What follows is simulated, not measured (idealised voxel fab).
Name of the process module below: voxel wiring stack
Pictured: cross-section cut, 240 nm wide, on a grid of 5 nm square cells.
Format of a cross-section: grid, square cells. Given as bands. Order: top down. Band: one or more rows of cells.
Top, bottom (nm), then materials left to right with widths (nm); lone material tagged "everywhere" fills the whole band edge to edge; "empty" = empty space.
Ref level 0: as-received wafer is one material below here. Bottom band extends down with no lower bound ("0 and below").
With a width like "30..40", each row of cells in the band differs from the next by the same amount, the top row carrying the first number and the bottom row the second.
A step reported as "everything unchanged" is a step in which no cell of the cross-section changed.
Listed in "Fully enclosed voids": every empty space of 8 or more cells without an open way to the top. Form: width x height at distance, the distance being from the left edge, all in nm.
Note: text after step settings on the step line = simulator remark on that step.
overlay nm: step with mask; distance mask lay right of planned place; negative value = left of planned place.

# The planned process steps are enumerated hereunder
step 1: RECEIVE with material Si
step 2: CONFORMAL_DEP with material SiO2, thk nm 15
step 3: DIRECTIONAL_DEP with material TiN, thk nm 5
step 4: DIRECTIONAL_DEP with material Ru, thk nm 20
step 5: MASKED_ETCH with tone cover, mask id METAL_1, width nm 25, pitch nm 50, etch materials Ru, depth nm 20, overlay nm 0
step 6: MASKED_ETCH with tone cover, mask id METAL_1, width nm 25, pitch nm 50, etch materials TiN, depth nm 5, overlay nm 0
step 7: CONFORMAL_DEP with material SiCN, thk nm 5
step 8: FILL_DEP with material lowk, thk nm 5
step 9: CMP with height nm 40
step 10: CONFORMAL_DEP with material SiCN, thk nm 5
step 11: DIRECTIONAL_DEP with material SiO2, thk nm 20
step 12: DIRECTIONAL_DEP with material aC, thk nm 15
step 13: PATTERN with tone open, mask id PLUG_1, material resist, width nm 15, pitch nm 100, thk nm 30, overlay nm 0
step 14: DIRECTIONAL_ETCH with etch materials aC, depth nm 15
step 15: STRIP with etch materials resist
step 16: DIRECTIONAL_ETCH with etch materials SiO2, depth nm 20
step 17: DIRECTIONAL_ETCH with etch materials SiCN, depth nm 5
step 18: STRIP with etch materials aC
step 19: CONFORMAL_DEP with material TiN, thk nm 5
step 20: FILL_DEP with material Cu, thk nm 5
step 21: CMP with height nm 65
step 22: DIRECTIONAL_DEP with material TiN, thk nm 5
step 23: DIRECTIONAL_DEP with material Ru, thk nm 20
step 24: MASKED_ETCH with tone cover, mask id METAL_2, width nm 25, pitch nm 50, etch materials Ru, depth nm 20, overlay nm 0
step 25: MASKED_ETCH with tone cover, mask id METAL_2, width nm 25, pitch nm 50, etch materials TiN, depth nm 5, overlay nm 0
step 26: CONFORMAL_DEP with material SiCN, thk nm 5
step 27: FILL_DEP with material lowk, thk nm 10
step 28: CMP with height nm 90
step 29: CONFORMAL_DEP with material SiCN, thk nm 5
step 30: DIRECTIONAL_DEP with material lowk, thk nm 30
step 31: DIRECTIONAL_DEP with material aC, thk nm 15
step 32: PATTERN with tone open, mask id METAL_3, material resist, width nm 25, pitch nm 50, thk nm 35, overlay nm 0
step 33: DIRECTIONAL_ETCH with etch materials aC, depth nm 15
step 34: STRIP with etch materials resist
step 35: DIRECTIONAL_ETCH with etch materials lowk, depth nm 20
step 36: STRIP with etch materials aC
step 37: MASKED_ETCH with tone open, mask id METAL_3_HOLES, width nm 15, pitch nm 100, etch materials lowk, depth nm 10, overlay nm 0
step 38: MASKED_ETCH with tone open, mask id METAL_3_HOLES, width nm 15, pitch nm 100, etch materials SiCN, depth nm 5, overlay nm 0
step 39: CONFORMAL_DEP with material TiN, thk nm 5
step 40: FILL_DEP with material Cu, thk nm 5
step 41: CMP with height nm 125
step 42: CONFORMAL_DEP with material SiCN, thk nm 5

# Cross-sectional view of the wafer in its as-received condition, corresponding to the state after step 1
0 and below: Si everywhere
Fully enclosed voids: none

# The cross-section shown corresponds to the wafer at the conclusion of the module. The initial structure and the process plan are those presented above; however, one mistake occurred in executing the plan
130 down to 125: SiCN everywhere
125 down to 110: lowk 55; TiN 5; Cu 15; TiN 5; lowk 25; TiN 5; Cu 15; TiN 5; lowk 25; TiN 5; Cu 15; TiN 5; lowk 60
110 down to 105: lowk 55; TiN 5; Cu 5; TiN 15; lowk 25; TiN 25; lowk 25; TiN 5; Cu 5; TiN 15; lowk 60
105 down to 95: lowk 55; TiN 5; Cu 5; TiN 5; lowk 85; TiN 5; Cu 5; TiN 5; lowk 70
95 down to 90: SiCN 55; TiN 15; SiCN 85; TiN 15; SiCN 70
90 down to 70: lowk 50; SiCN 5; Ru 25; SiCN 5; lowk 15; SiCN 5; Ru 25; SiCN 5; lowk 15; SiCN 5; Ru 25; SiCN 5; lowk 55
70 down to 65: SiCN 55; TiN 25; SiCN 25; TiN 25; SiCN 25; TiN 25; SiCN 60
65 down to 45: SiO2 55; TiN 5; Cu 5; TiN 5; SiO2 85; TiN 5; Cu 5; TiN 5; SiO2 70
45 down to 40: SiCN 55; TiN 15; SiCN 85; TiN 15; SiCN 70
40 down to 25: lowk 55; SiCN 5; Ru 15; SiCN 5; lowk 25; SiCN 5; Ru 15; SiCN 5; lowk 25; SiCN 5; Ru 15; SiCN 5; lowk 60
25 down to 20: lowk 50; SiCN 10; Ru 15; SiCN 10; lowk 15; SiCN 10; Ru 15; SiCN 10; lowk 15; SiCN 10; Ru 15; SiCN 10; lowk 55
20 down to 15: SiCN 55; TiN 25; SiCN 25; TiN 25; SiCN 25; TiN 25; SiCN 60
15 down to 0: SiO2 everywhere
0 and below: Si everywhere
Fully enclosed voids: none
Which mistake was made when the wafer was run? step 5 was not run as planned; what actually ran was MASKED_ETCH with tone cover, mask id METAL_1, width nm 15, pitch nm 50, etch materials Ru, depth nm 20, overlay nm 0
